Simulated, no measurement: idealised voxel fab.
Module name: voxel capacitor over wiring (process module)
It is cross-section cut that appears here, measuring 200 nm in width, its square cells being 5 nm in size.
How to read a cross-section here: the picture is a grid of square cells, written as bands going from the top down, and any band can span one or more rows of cells. It is stipulated that each band's entry specify, in nanometres, the height of the top of the band and then that of its bottom, followed by the materials of the band in left-to-right sequence, each together with its width in nanometres. A single material marked by the word "full width" is understood to fill the band from edge to edge; the word "blank" is understood to denote empty space. For the purposes of this specification, 0 denotes the height below which the wafer in its as-received condition is composed wholly of one material, and the lowermost band, lacking a lower limit, extends downward without end, as expressed in "top 0, no bottom". When a width is written as two numbers, as in "30->40", the first number is the width in the top row of cells of the band and the second is the width in its bottom row, and the width changes by the same amount from each row to the next. Where a step carries "same as before", the cross-section came out of it unchanged, cell for cell. You'll see "Completely enclosed voids" listing empty spaces that have no way open to the top, as long as they're 8 cells or more; the notation is width x height at distance, where the distance is from the left edge, and all of it is in nm. Step line, after settings: the simulator's comment on this step. overlay nm, on a step with a mask: how far to the right of its planned place the mask lay; to the left if negative.

# Set out below are the planned steps of the process
1: RECEIVE with material Si
2: CONFORMAL_DEP with material SiO2, thk nm 15
3: CONFORMAL_DEP with material SiCN, thk nm 5
4: DIRECTIONAL_DEP with material lowk, thk nm 20
5: PATTERN with tone open, mask id METAL_1, material resist, width nm 20, pitch nm 70, thk nm 20, overlay nm 0
6: DIRECTIONAL_ETCH with etch materials lowk, depth nm 20
7: DIRECTIONAL_ETCH with etch materials SiCN, depth nm 5
8: STRIP with etch materials resist
9: CONFORMAL_DEP with material TiN, thk nm 5
10: FILL_DEP with material Cu, thk nm 10
11: CMP with height nm 40
12: CONFORMAL_DEP with material SiCN, thk nm 5
13: DIRECTIONAL_DEP with material lowk, thk nm 10
14: PATTERN with tone open, mask id PLUG_1, material resist, width nm 15, thk nm 15, overlay nm 0
15: DIRECTIONAL_ETCH with etch materials lowk, depth nm 10
16: DIRECTIONAL_ETCH with etch materials SiCN, depth nm 5
17: STRIP with etch materials resist
18: EPI with material Ru, thk nm 10
19: EPI with material Ru, thk nm 5
20: DIRECTIONAL_DEP with material TiN, thk nm 5
21: DIRECTIONAL_DEP with material SiN, thk nm 5
22: DIRECTIONAL_DEP with material TiN, thk nm 5
23: DIRECTIONAL_DEP with material aC, thk nm 10
24: PATTERN with tone cover, mask id UPPER_PLATE, material resist, width nm 55, thk nm 30, overlay nm 0
25: DIRECTIONAL_ETCH with etch materials aC, depth nm 10
26: STRIP with etch materials resist
27: DIRECTIONAL_ETCH with etch materials TiN, depth nm 5
28: DIRECTIONAL_ETCH with etch materials SiN, depth nm 5
29: STRIP with etch materials aC
30: MASKED_ETCH with tone cover, mask id LOWER_PLATE, width nm 65, etch materials TiN, depth nm 5, overlay nm 0
31: FILL_DEP with material SiO2, thk nm 15
32: CMP with height nm 80
33: PATTERN with tone open, mask id PLUG_2, material resist, width nm 15, thk nm 20, overlay nm 0
34: DIRECTIONAL_ETCH with etch materials SiO2, depth nm 10
35: STRIP with etch materials resist
36: CONFORMAL_DEP with material TiN, thk nm 5
37: FILL_DEP with material Cu, thk nm 10
38: CMP with height nm 80
39: CONFORMAL_DEP with material SiN, thk nm 5

# Cross-section of the incoming wafer, state after step 1
    top 0, no bottom  Si full width
    Completely enclosed voids: none

# The following cross-section depicts the wafer upon conclusion of the module. Processing commenced from the starting condition illustrated above and adhered to the plan illustrated above, save for one mistake in execution
    top 85, bottom 80  SiN full width
    top 80, bottom 75  SiO2 70 / TiN 5 / Cu 5 / TiN 5 / SiO2 115
    top 75, bottom 65  SiO2 70->60 / TiN 15->55 / SiO2 115->85
    top 65, bottom 60  SiO2 60 / SiN 55 / SiO2 85
    top 60, bottom 55  SiO2 55 / TiN 65 / SiO2 80
    top 55, bottom 45  lowk 60 / Ru 15 / lowk 125
    top 45, bottom 40  SiCN 60 / Ru 15 / SiCN 125
    top 40, bottom 35  TiN 60 / Cu 10 / TiN 60 / Cu 10 / TiN 60
    top 35, bottom 20  lowk 55 / TiN 5 / Cu 10 / TiN 5 / lowk 50 / TiN 5 / Cu 10 / TiN 5 / lowk 55
    top 20, bottom 15  lowk 55 / TiN 20 / lowk 50 / TiN 20 / lowk 55
    top 15, bottom 0  SiO2 full width
    top 0, no bottom  Si full width
    Completely enclosed voids: none
Misprocessing identified: step 3 from the plan never happened, it was just skipped
